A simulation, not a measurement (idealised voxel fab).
process module | voxel self aligned vias
Cross-section cut: width 245 nm, square cells of 5 nm.
Throughout this document, each cross-section is represented as a grid of square cells and is presented as a sequence of bands enumerated from the top downward, where a band comprises one or more rows of cells. Look at the band entry: it leads with the top's height and the bottom's height in nm. Then it lists the materials left to right, with a width in nm for each. The word "full width" on a single material says that material fills the band edge to edge. The word "empty" is empty space. Heads up on the height convention: 0 is the point under which the incoming wafer is all one material, and the lowest band has no bottom, it just keeps going down, like "from 0 down". A two-number width, for instance "30->40", indicates that the width is equal to the first number in the top row of the band and to the second number in the bottom row, and that it changes by a constant amount per row of cells. For the purposes of this document, the phrase "nothing different" attached to a step denotes that no cell within the cross-section was modified by that step. You'll see "Entrapped voids" listing empty spaces that have no way open to the top, as long as they're 8 cells or more; the notation is width x height at distance, where the distance is from the left edge, and all of it is in nm. after a step's settings: what the simulator itself notes on the step. overlay nm: step with mask; distance mask lay right of planned place; negative value = left of planned place.

## Process steps (planned)
step 1: RECEIVE [material Si]
step 2: CONFORMAL_DEP [material SiO2] [thk nm 15]
step 3: CONFORMAL_DEP [material SiCN] [thk nm 5]
step 4: DIRECTIONAL_DEP [material lowk] [thk nm 20]
step 5: DIRECTIONAL_DEP [material aC] [thk nm 10]
step 6: PATTERN [tone open] [mask id LINES] [material resist] [width nm 30] [pitch nm 70] [thk nm 30] [overlay nm 0]
step 7: DIRECTIONAL_ETCH [etch materials aC] [depth nm 10]
step 8: STRIP [etch materials resist]
step 9: DIRECTIONAL_ETCH [etch materials lowk] [depth nm 20]
step 10: STRIP [etch materials aC]
step 11: CONFORMAL_DEP [material TiN] [thk nm 5]
step 12: FILL_DEP [material W] [thk nm 10]
step 13: CMP [height nm 40]
step 14: SELECTIVE_ETCH [etch materials W Ru TiN] [depth nm 10]
step 15: FILL_DEP [material SiN] [thk nm 10]
step 16: CMP [height nm 40]
step 17: DIRECTIONAL_DEP [material lowk] [thk nm 20]
step 18: PATTERN [tone open] [mask id VIAS] [material resist] [width nm 40] [pitch nm 70] [thk nm 15] [overlay nm -15]
step 19: DIRECTIONAL_ETCH [etch materials lowk] [depth nm 20]
step 20: DIRECTIONAL_ETCH [etch materials SiN] [depth nm 10]
step 21: STRIP [etch materials resist]
step 22: CONFORMAL_DEP [material TiN] [thk nm 5]
step 23: FILL_DEP [material Ru] [thk nm 10]
step 24: CMP [height nm 60]
step 25: CONFORMAL_DEP [material SiCN] [thk nm 5]
Every wafer here starts from the same state; it is the step 18 overlay nm that distinguishes them, and the value the plan gives belongs to the first wafer.

## Cross-section of the first of several wafers on receipt, reflecting completion of step 1
* from 0 down | Si full width
* Entrapped voids: none

## Cross-section, first of several wafers, end of module, after last step 25
* from 65 to 60 | SiCN full width
* from 60 to 45 | lowk: 15  TiN: 5  Ru: 30  TiN: 5  lowk: 30  TiN: 5  Ru: 30  TiN: 5  lowk: 30  TiN: 5  Ru: 30  TiN: 5  lowk: 50
* from 45 to 40 | lowk: 15  TiN: 25  Ru: 10  TiN: 5  lowk: 30  TiN: 25  Ru: 10  TiN: 5  lowk: 30  TiN: 25  Ru: 10  TiN: 5  lowk: 50
* from 40 to 35 | lowk: 35  TiN: 5  Ru: 10  TiN: 5  SiN: 10  lowk: 40  TiN: 5  Ru: 10  TiN: 5  SiN: 10  lowk: 40  TiN: 5  Ru: 10  TiN: 5  SiN: 10  lowk: 40
* from 35 to 30 | lowk: 35  TiN: 20  SiN: 10  lowk: 40  TiN: 20  SiN: 10  lowk: 40  TiN: 20  SiN: 10  lowk: 40
* from 30 to 25 | lowk: 35  TiN: 5  W: 20  TiN: 5  lowk: 40  TiN: 5  W: 20  TiN: 5  lowk: 40  TiN: 5  W: 20  TiN: 5  lowk: 40
* from 25 to 20 | lowk: 35  TiN: 30  lowk: 40  TiN: 30  lowk: 40  TiN: 30  lowk: 40
* from 20 to 15 | SiCN full width
* from 15 to 0 | SiO2 full width
* from 0 down | Si full width
* Entrapped voids: none

## Last-wafer cross-section at the end of the module
* from 65 to 60 | SiCN full width
* from 60 to 45 | lowk: 45  TiN: 5  Ru: 30  TiN: 5  lowk: 30  TiN: 5  Ru: 30  TiN: 5  lowk: 30  TiN: 5  Ru: 30  TiN: 5  lowk: 20
* from 45 to 40 | lowk: 45  TiN: 5  Ru: 10  TiN: 25  lowk: 30  TiN: 5  Ru: 10  TiN: 25  lowk: 30  TiN: 5  Ru: 10  TiN: 25  lowk: 20
* from 40 to 35 | lowk: 35  SiN: 10  TiN: 5  Ru: 10  TiN: 5  lowk: 40  SiN: 10  TiN: 5  Ru: 10  TiN: 5  lowk: 40  SiN: 10  TiN: 5  Ru: 10  TiN: 5  lowk: 40
* from 35 to 30 | lowk: 35  SiN: 10  TiN: 20  lowk: 40  SiN: 10  TiN: 20  lowk: 40  SiN: 10  TiN: 20  lowk: 40
* from 30 to 25 | lowk: 35  TiN: 5  W: 20  TiN: 5  lowk: 40  TiN: 5  W: 20  TiN: 5  lowk: 40  TiN: 5  W: 20  TiN: 5  lowk: 40
* from 25 to 20 | lowk: 35  TiN: 30  lowk: 40  TiN: 30  lowk: 40  TiN: 30  lowk: 40
* from 20 to 15 | SiCN full width
* from 15 to 0 | SiO2 full width
* from 0 down | Si full width
* Entrapped voids: none

## End of module, by wafer: material-by-material cell gain (+) or loss (-) since receipt, then closed voids
overlay nm -15; +66 Ru; +98 SiCN; +12 SiN; +147 SiO2; +78 TiN; +12 W; +224 lowk; Entrapped voids: none
overlay nm -10; +72 Ru; +98 SiCN; +6 SiN; +147 SiO2; +78 TiN; +12 W; +224 lowk; Entrapped voids: none
overlay nm -5; +78 Ru; +98 SiCN; +147 SiO2; +78 TiN; +12 W; +224 lowk; Entrapped voids: none
overlay nm 0; +78 Ru; +98 SiCN; +147 SiO2; +78 TiN; +12 W; +224 lowk; Entrapped voids: none
overlay nm 5; +78 Ru; +98 SiCN; +147 SiO2; +78 TiN; +12 W; +224 lowk; Entrapped voids: none
overlay nm 10; +72 Ru; +98 SiCN; +6 SiN; +147 SiO2; +78 TiN; +12 W; +224 lowk; Entrapped voids: none
overlay nm 15; +66 Ru; +98 SiCN; +12 SiN; +147 SiO2; +78 TiN; +12 W; +224 lowk; Entrapped voids: none
